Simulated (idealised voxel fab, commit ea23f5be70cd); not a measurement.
Process module heading - voxel fin reveal
Cross-sectional view cut (width: 245 nm; square cell size: 5 nm).
A cross-section is written here as square cells arranged in a grid, and it is given in bands from the top down, each band taking up one or more rows of cells.
This entry defines a band. It first specifies the height of the band's top and the height of its bottom in nm, and then specifies the band's materials from left to right, stating each material with its width in nm. The word "everywhere" identifies a single material that fills the band from edge to edge, while the word "empty" identifies empty space.
Height 0 is the level under which the wafer as received is all one material. The lowest band goes on downwards, as in "from 0 down".
A width such as "30->40" changes by the same amount from each row of cells to the next, from the band's top row to its bottom row.
Take "nothing changed" at face value: in the step it is given for, the cross-section changed in none of its cells.
Listed in "Non-vented voids": every empty space of 8 or more cells without an open way to the top. Form: width x height at distance, the distance being from the left edge, all in nm.
On each step's line, the part that comes after the settings is the simulator's own comment on the step.
Regarding "overlay nm": on a step with a mask, it is the distance the mask lay to the right of its planned place; a negative value places it to the left.
## Here's what the planned process steps look like
step 1: RECEIVE with material Si
step 2: CONFORMAL_DEP with material SiN, thk nm 5
step 3: MASKED_ETCH with tone cover, mask id FINS, width nm 15, pitch nm 45, etch materials SiN, depth nm 5, overlay nm 0
step 4: MASKED_ETCH with tone cover, mask id FINS, width nm 15, pitch nm 45, etch materials Si, depth nm 30, overlay nm 0
step 5: OXIDIZE with depth nm 5
step 6: FILL_DEP with material SiO2, thk nm 10
step 7: CMP with height nm 5
step 8: SELECTIVE_ETCH with etch materials SiO2, depth nm 20
step 9: STRIP with etch materials SiN
step 10: CONFORMAL_DEP with material HfO2, thk nm 5
## Cross-section, incoming material, after step 1
* from 0 down  Si everywhere
* Non-vented voids: none
## Post-module cross-section: identical start and plan to those above, one misstep in execution
* from 5 to 0  empty 65, HfO2 25, empty 20, HfO2 25, empty 20, HfO2 25, empty 65
* from 0 to -10  empty 65, HfO2 5, Si 15, HfO2 5, empty 20, HfO2 5, Si 15, HfO2 5, empty 20, HfO2 5, Si 15, HfO2 5, empty 65
* from -10 to -15  HfO2 70, Si 15, HfO2 30, Si 15, HfO2 30, Si 15, HfO2 70
* from -15 to -35  SiO2 70, Si 15, SiO2 30, Si 15, SiO2 30, Si 15, SiO2 70
* from -35 down  Si everywhere
* Non-vented voids: none
The plan and the run diverged here: step 3 was processed under conditions differing from the plan, specifically as MASKED_ETCH with tone cover, mask id FINS, width nm 25, pitch nm 45, etch materials SiN, depth nm 5, overlay nm 0
